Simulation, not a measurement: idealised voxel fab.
Module name: voxel gate over fins (process module)
The width of the displayed cross-section, cut, is 200 nm; its cells are square, with a size of 5 nm.
Format of a cross-section: grid, square cells. Given as bands. Order: top down. Band: one or more rows of cells. In this notation a band is specified by the heights of its top and bottom, in that order and in nm, after which its materials appear from left to right, each paired with its width in nm. The word "full width" attached to a single material means that material fills the band from edge to edge; the word "blank" stands for empty space. Height reference: 0 = level under which incoming wafer is all one material. Lowest band: no bottom, runs on downward, e.g. "from 0 down". Graded width ("30 to 40"): value in top row of band = first number; value in bottom row = second number; row-to-row change constant. "no modification", as given for a step, is the statement that not any cell of the cross-section underwent a change during that step. "Unvented cavities" enumerates empty spaces isolated from the top, with no open way to it, that contain at least 8 cells, giving each as width x height at distance from the left edge, all three in nm. What comes after the settings on a step's line is commentary from the simulator itself on that step. On any step carrying a mask, the "overlay nm" setting, if present on the step's line, tells how far right of its planned place the mask lay; negative values point to the left.
# Steps in the process plan
- 1: RECEIVE: material Si
- 2: CONFORMAL_DEP: material SiN, thk nm 10
- 3: DIRECTIONAL_DEP: material aC, thk nm 15
- 4: PATTERN: tone cover, mask id FINS, material resist, width nm 15, pitch nm 40, thk nm 35, overlay nm 0
- 5: DIRECTIONAL_ETCH: etch materials aC, depth nm 15
- 6: STRIP: etch materials resist
- 7: DIRECTIONAL_ETCH: etch materials SiN, depth nm 10
- 8: DIRECTIONAL_ETCH: etch materials Si, depth nm 35
- 9: STRIP: etch materials aC
- 10: OXIDIZE: depth nm 5
- 11: FILL_DEP: material SiO2, thk nm 15
- 12: CMP: height nm 10
- 13: SELECTIVE_ETCH: etch materials SiO2, depth nm 25
- 14: STRIP: etch materials SiN
- 15: CONFORMAL_DEP: material HfO2, thk nm 5
- 16: CONFORMAL_DEP: material TiN, thk nm 5
- 17: CONFORMAL_DEP: material TiAl, thk nm 5
- 18: CONFORMAL_DEP: material TiN, thk nm 5
- 19: FILL_DEP: material W, thk nm 10
- 20: CMP: height nm 25
- 21: CONFORMAL_DEP: material SiCN, thk nm 5
# as received, after step 1
	from 0 down = Si full width
	Unvented cavities: none
# Cross-section at module end, one run error; start and plan unchanged from above
	from 30 to 25 = SiCN full width
	from 25 to 15 = W full width
	from 15 to 10 = W=40  TiN=35  W=5  TiN=35  W=5  TiN=35  W=45
	from 10 to 5 = W=40  TiN=5  TiAl=25  TiN=5  W=5  TiN=5  TiAl=25  TiN=5  W=5  TiN=5  TiAl=25  TiN=5  W=45
	from 5 to 0 = W=40  TiN=5  TiAl=5  HfO2=15  TiAl=5  TiN=5  W=5  TiN=5  TiAl=5  HfO2=15  TiAl=5  TiN=5  W=5  TiN=5  TiAl=5  HfO2=15  TiAl=5  TiN=5  W=45
	from 0 to -5 = TiN=45  TiAl=5  HfO2=5  Si=5  HfO2=5  TiAl=5  TiN=15  TiAl=5  HfO2=5  Si=5  HfO2=5  TiAl=5  TiN=15  TiAl=5  HfO2=5  Si=5  HfO2=5  TiAl=5  TiN=50
	from -5 to -10 = TiAl=50  HfO2=5  Si=5  HfO2=5  TiAl=25  HfO2=5  Si=5  HfO2=5  TiAl=25  HfO2=5  Si=5  HfO2=5  TiAl=55
	from -10 to -15 = HfO2=55  Si=5  HfO2=35  Si=5  HfO2=35  Si=5  HfO2=60
	from -15 to -40 = SiO2=55  Si=5  SiO2=35  Si=5  SiO2=35  Si=5  SiO2=60
	from -40 down = Si full width
	Unvented cavities: none
Where did the run depart from the plan? step 16 of the plan did not run at all; it was left out
